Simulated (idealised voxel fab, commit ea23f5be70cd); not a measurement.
The process module presented herein is designated voxel self aligned vias.
Section shown: cut. Width: 280 nm. Cell size: 5 nm, square.
Throughout this document, each cross-section is represented as a grid of square cells and is presented as a sequence of bands enumerated from the top downward, where a band comprises one or more rows of cells. Per band: top height and bottom height in nm, followed by the left-to-right materials and their widths in nm; "full width" marks a single material spanning edge to edge, "empty" marks empty space. We count height from 0. Below that, the starting wafer is all one material. The lowest band never ends at the bottom but goes on down; see "from 0 down" for how that is written. Graded width ("30->40"): value in top row of band = first number; value in bottom row = second number; row-to-row change constant. Take "everything unchanged" at face value: in the step it is given for, the cross-section changed in none of its cells. "Completely enclosed voids" - sealed voids, min. 8 cells, no opening to top; format: width x height at distance (distance from left edge; nm throughout). Step line, after settings: the simulator's comment on this step. overlay nm, on a step with a mask: how far to the right of its planned place the mask lay; to the left if negative.

These are the steps we planned for the process
| 1 | RECEIVE [material Si] |
| 2 | CONFORMAL_DEP [material SiO2] [thk nm 15] |
| 3 | CONFORMAL_DEP [material SiCN] [thk nm 5] |
| 4 | DIRECTIONAL_DEP [material lowk] [thk nm 30] |
| 5 | MASKED_ETCH [tone open] [mask id LINES] [width nm 25] [pitch nm 65] [etch materials lowk] [depth nm 30] [overlay nm 0] |
| 6 | CONFORMAL_DEP [material TiN] [thk nm 5] |
| 7 | FILL_DEP [material Ru] [thk nm 5] |
| 8 | CMP [height nm 50] |
| 9 | SELECTIVE_ETCH [etch materials W Ru TiN] [depth nm 10] |
| 10 | FILL_DEP [material SiN] [thk nm 5] |
| 11 | CMP [height nm 50] |
| 12 | DIRECTIONAL_DEP [material lowk] [thk nm 20] |
| 13 | PATTERN [tone open] [mask id VIAS] [material resist] [width nm 45] [pitch nm 130] [thk nm 15] [overlay nm 0] |
| 14 | DIRECTIONAL_ETCH [etch materials lowk] [depth nm 20] |
| 15 | DIRECTIONAL_ETCH [etch materials SiN] [depth nm 10] |
| 16 | STRIP [etch materials resist] |
| 17 | CONFORMAL_DEP [material TiN] [thk nm 5] |
| 18 | FILL_DEP [material Ru] [thk nm 5] |
| 19 | CMP [height nm 70] |
| 20 | CONFORMAL_DEP [material SiN] [thk nm 5] |

Run as planned: first of two wafers

as received, after step 1
- from 0 down = Si full width
- Completely enclosed voids: none

Step 2 complete: cross-section through the wafer
- from 15 to 0 = SiO2 full width
- All layers under 0 are left as they were.

Step 3 complete: cross-section through the wafer
- from 20 to 15 = SiCN full width
- All layers under 15 are left as they were.

Step 4 complete: cross-section through the wafer
- from 50 to 20 = lowk full width
- All layers under 20 are left as they were.

Step 5 complete: cross-section through the wafer
- from 50 to 20 = lowk (60)  empty (25)  lowk (40)  empty (25)  lowk (40)  empty (25)  lowk (65)
- All layers under 20 are left as they were.

Step 6 complete: cross-section through the wafer
- from 55 to 50 = TiN (65)  empty (15)  TiN (50)  empty (15)  TiN (50)  empty (15)  TiN (70)
- from 50 to 25 = lowk (60)  TiN (5)  empty (15)  TiN (5)  lowk (40)  TiN (5)  empty (15)  TiN (5)  lowk (40)  TiN (5)  empty (15)  TiN (5)  lowk (65)
- from 25 to 20 = lowk (60)  TiN (25)  lowk (40)  TiN (25)  lowk (40)  TiN (25)  lowk (65)
- All layers under 20 are left as they were.

Step 7 complete: cross-section through the wafer
- from 60 to 55 = Ru full width
- from 55 to 50 = TiN (65)  Ru (15)  TiN (50)  Ru (15)  TiN (50)  Ru (15)  TiN (70)
- from 50 to 25 = lowk (60)  TiN (5)  Ru (15)  TiN (5)  lowk (40)  TiN (5)  Ru (15)  TiN (5)  lowk (40)  TiN (5)  Ru (15)  TiN (5)  lowk (65)
- All layers under 25 are left as they were.

Step 8 complete: cross-section through the wafer
- from 50 to 25 = lowk (60)  TiN (5)  Ru (15)  TiN (5)  lowk (40)  TiN (5)  Ru (15)  TiN (5)  lowk (40)  TiN (5)  Ru (15)  TiN (5)  lowk (65)
- All layers under 25 are left as they were.

Step 9 complete: cross-section through the wafer
- from 50 to 40 = lowk (60)  empty (25)  lowk (40)  empty (25)  lowk (40)  empty (25)  lowk (65)
- All layers under 40 are left as they were.

Step 10 complete: cross-section through the wafer
- from 55 to 50 = SiN full width
- from 50 to 40 = lowk (60)  SiN (25)  lowk (40)  SiN (25)  lowk (40)  SiN (25)  lowk (65)
- All layers under 40 are left as they were.

Step 11 complete: cross-section through the wafer
- from 50 to 40 = lowk (60)  SiN (25)  lowk (40)  SiN (25)  lowk (40)  SiN (25)  lowk (65)
- All layers under 40 are left as they were.

Step 12 complete: cross-section through the wafer
- from 70 to 50 = lowk full width
- All layers under 50 are left as they were.

Step 13 complete: cross-section through the wafer
- from 85 to 70 = resist (50)  empty (45)  resist (85)  empty (45)  resist (55)
- All layers under 70 are left as they were.

Step 14 complete: cross-section through the wafer
- from 85 to 70 = resist (50)  empty (45)  resist (85)  empty (45)  resist (55)
- from 70 to 50 = lowk (50)  empty (45)  lowk (85)  empty (45)  lowk (55)
- All layers under 50 are left as they were.

Step 15 complete: cross-section through the wafer
- from 85 to 70 = resist (50)  empty (45)  resist (85)  empty (45)  resist (55)
- from 70 to 50 = lowk (50)  empty (45)  lowk (85)  empty (45)  lowk (55)
- from 50 to 40 = lowk (60)  empty (25)  lowk (40)  SiN (25)  lowk (40)  empty (25)  lowk (65)
- All layers under 40 are left as they were.

Step 16 complete: cross-section through the wafer
- from 70 to 50 = lowk (50)  empty (45)  lowk (85)  empty (45)  lowk (55)
- All layers under 50 are left as they were.

Step 17 complete: cross-section through the wafer
- from 75 to 70 = TiN (55)  empty (35)  TiN (95)  empty (35)  TiN (60)
- from 70 to 55 = lowk (50)  TiN (5)  empty (35)  TiN (5)  lowk (85)  TiN (5)  empty (35)  TiN (5)  lowk (55)
- from 55 to 50 = lowk (50)  TiN (15)  empty (15)  TiN (15)  lowk (85)  TiN (15)  empty (15)  TiN (15)  lowk (55)
- from 50 to 45 = lowk (60)  TiN (5)  empty (15)  TiN (5)  lowk (40)  SiN (25)  lowk (40)  TiN (5)  empty (15)  TiN (5)  lowk (65)
- from 45 to 40 = lowk (60)  TiN (25)  lowk (40)  SiN (25)  lowk (40)  TiN (25)  lowk (65)
- All layers under 40 are left as they were.

Step 18 complete: cross-section through the wafer
- from 80 to 75 = Ru full width
- from 75 to 70 = TiN (55)  Ru (35)  TiN (95)  Ru (35)  TiN (60)
- from 70 to 55 = lowk (50)  TiN (5)  Ru (35)  TiN (5)  lowk (85)  TiN (5)  Ru (35)  TiN (5)  lowk (55)
- from 55 to 50 = lowk (50)  TiN (15)  Ru (15)  TiN (15)  lowk (85)  TiN (15)  Ru (15)  TiN (15)  lowk (55)
- from 50 to 45 = lowk (60)  TiN (5)  Ru (15)  TiN (5)  lowk (40)  SiN (25)  lowk (40)  TiN (5)  Ru (15)  TiN (5)  lowk (65)
- All layers under 45 are left as they were.

Step 19 complete: cross-section through the wafer
- from 70 to 55 = lowk (50)  TiN (5)  Ru (35)  TiN (5)  lowk (85)  TiN (5)  Ru (35)  TiN (5)  lowk (55)
- All layers under 55 are left as they were.

Step 20 complete: cross-section through the wafer
- from 75 to 70 = SiN full width
- All layers under 70 are left as they were.

It is to be noted that the second wafer proceeded from the same initial state and according to the same plan as the first, although one mistake was committed in its execution; through step 4, inclusive, the two wafers share an identical history

Look at the second wafer in cross-section at the time step 5 ought to have finished
- from 50 to 20 = lowk (55)  empty (35)  lowk (30)  empty (35)  lowk (30)  empty (35)  lowk (60)
- All layers under 20 are left as they were.

Look at the second wafer in cross-section at the time step 6 ought to have finished
- from 55 to 50 = TiN (60)  empty (25)  TiN (40)  empty (25)  TiN (40)  empty (25)  TiN (65)
- from 50 to 25 = lowk (55)  TiN (5)  empty (25)  TiN (5)  lowk (30)  TiN (5)  empty (25)  TiN (5)  lowk (30)  TiN (5)  empty (25)  TiN (5)  lowk (60)
- from 25 to 20 = lowk (55)  TiN (35)  lowk (30)  TiN (35)  lowk (30)  TiN (35)  lowk (60)
- All layers under 20 are left as they were.

Look at the second wafer in cross-section at the time step 7 ought to have finished
- from 60 to 55 = Ru full width
- from 55 to 50 = TiN (60)  Ru (25)  TiN (40)  Ru (25)  TiN (40)  Ru (25)  TiN (65)
- from 50 to 25 = lowk (55)  TiN (5)  Ru (25)  TiN (5)  lowk (30)  TiN (5)  Ru (25)  TiN (5)  lowk (30)  TiN (5)  Ru (25)  TiN (5)  lowk (60)
- All layers under 25 are left as they were.

Look at the second wafer in cross-section at the time step 8 ought to have finished
- from 50 to 25 = lowk (55)  TiN (5)  Ru (25)  TiN (5)  lowk (30)  TiN (5)  Ru (25)  TiN (5)  lowk (30)  TiN (5)  Ru (25)  TiN (5)  lowk (60)
- All layers under 25 are left as they were.

Look at the second wafer in cross-section at the time step 9 ought to have finished
- from 50 to 40 = lowk (55)  empty (35)  lowk (30)  empty (35)  lowk (30)  empty (35)  lowk (60)
- All layers under 40 are left as they were.

Look at the second wafer in cross-section at the time step 10 ought to have finished
- from 55 to 50 = SiN full width
- from 50 to 40 = lowk (55)  SiN (35)  lowk (30)  SiN (35)  lowk (30)  SiN (35)  lowk (60)
- All layers under 40 are left as they were.

Look at the second wafer in cross-section at the time step 11 ought to have finished
- from 50 to 40 = lowk (55)  SiN (35)  lowk (30)  SiN (35)  lowk (30)  SiN (35)  lowk (60)
- All layers under 40 are left as they were.

Look at the second wafer in cross-section at the time step 12 ought to have finished
- from 70 to 50 = lowk full width
- All layers under 50 are left as they were.

Look at the second wafer in cross-section at the time step 13 ought to have finished
- from 85 to 70 = resist (50)  empty (45)  resist (85)  empty (45)  resist (55)
- All layers under 70 are left as they were.

Look at the second wafer in cross-section at the time step 14 ought to have finished
- from 85 to 70 = resist (50)  empty (45)  resist (85)  empty (45)  resist (55)
- from 70 to 50 = lowk (50)  empty (45)  lowk (85)  empty (45)  lowk (55)
- All layers under 50 are left as they were.

Look at the second wafer in cross-section at the time step 15 ought to have finished
- from 85 to 70 = resist (50)  empty (45)  resist (85)  empty (45)  resist (55)
- from 70 to 50 = lowk (50)  empty (45)  lowk (85)  empty (45)  lowk (55)
- from 50 to 40 = lowk (55)  empty (35)  lowk (30)  SiN (35)  lowk (30)  empty (35)  lowk (60)
- All layers under 40 are left as they were.

Look at the second wafer in cross-section at the time step 16 ought to have finished
- from 70 to 50 = lowk (50)  empty (45)  lowk (85)  empty (45)  lowk (55)
- All layers under 50 are left as they were.

Look at the second wafer in cross-section at the time step 17 ought to have finished
- from 75 to 70 = TiN (55)  empty (35)  TiN (95)  empty (35)  TiN (60)
- from 70 to 55 = lowk (50)  TiN (5)  empty (35)  TiN (5)  lowk (85)  TiN (5)  empty (35)  TiN (5)  lowk (55)
- from 55 to 50 = lowk (50)  TiN (10)  empty (25)  TiN (10)  lowk (85)  TiN (10)  empty (25)  TiN (10)  lowk (55)
- from 50 to 45 = lowk (55)  TiN (5)  empty (25)  TiN (5)  lowk (30)  SiN (35)  lowk (30)  TiN (5)  empty (25)  TiN (5)  lowk (60)
- from 45 to 40 = lowk (55)  TiN (35)  lowk (30)  SiN (35)  lowk (30)  TiN (35)  lowk (60)
- All layers under 40 are left as they were.

Look at the second wafer in cross-section at the time step 18 ought to have finished
- from 80 to 75 = Ru full width
- from 75 to 70 = TiN (55)  Ru (35)  TiN (95)  Ru (35)  TiN (60)
- from 70 to 55 = lowk (50)  TiN (5)  Ru (35)  TiN (5)  lowk (85)  TiN (5)  Ru (35)  TiN (5)  lowk (55)
- from 55 to 50 = lowk (50)  TiN (10)  Ru (25)  TiN (10)  lowk (85)  TiN (10)  Ru (25)  TiN (10)  lowk (55)
- from 50 to 45 = lowk (55)  TiN (5)  Ru (25)  TiN (5)  lowk (30)  SiN (35)  lowk (30)  TiN (5)  Ru (25)  TiN (5)  lowk (60)
- All layers under 45 are left as they were.

Look at the second wafer in cross-section at the time step 19 ought to have finished
- from 70 to 55 = lowk (50)  TiN (5)  Ru (35)  TiN (5)  lowk (85)  TiN (5)  Ru (35)  TiN (5)  lowk (55)
- All layers under 55 are left as they were.

Look at the second wafer in cross-section at the time step 20 ought to have finished
- from 75 to 70 = SiN full width
- All layers under 70 are left as they were.
Finding, execution versus plan: off-plan run, step 5, actual operation and settings MASKED_ETCH [tone open] [mask id LINES] [width nm 35] [pitch nm 65] [etch materials lowk] [depth nm 30] [overlay nm 0]
Final tally in cells, some materials are higher or lower on the second wafer than on the first: 26 more of Ru; 4 more of SiN; 6 more of TiN; 36 fewer of lowk
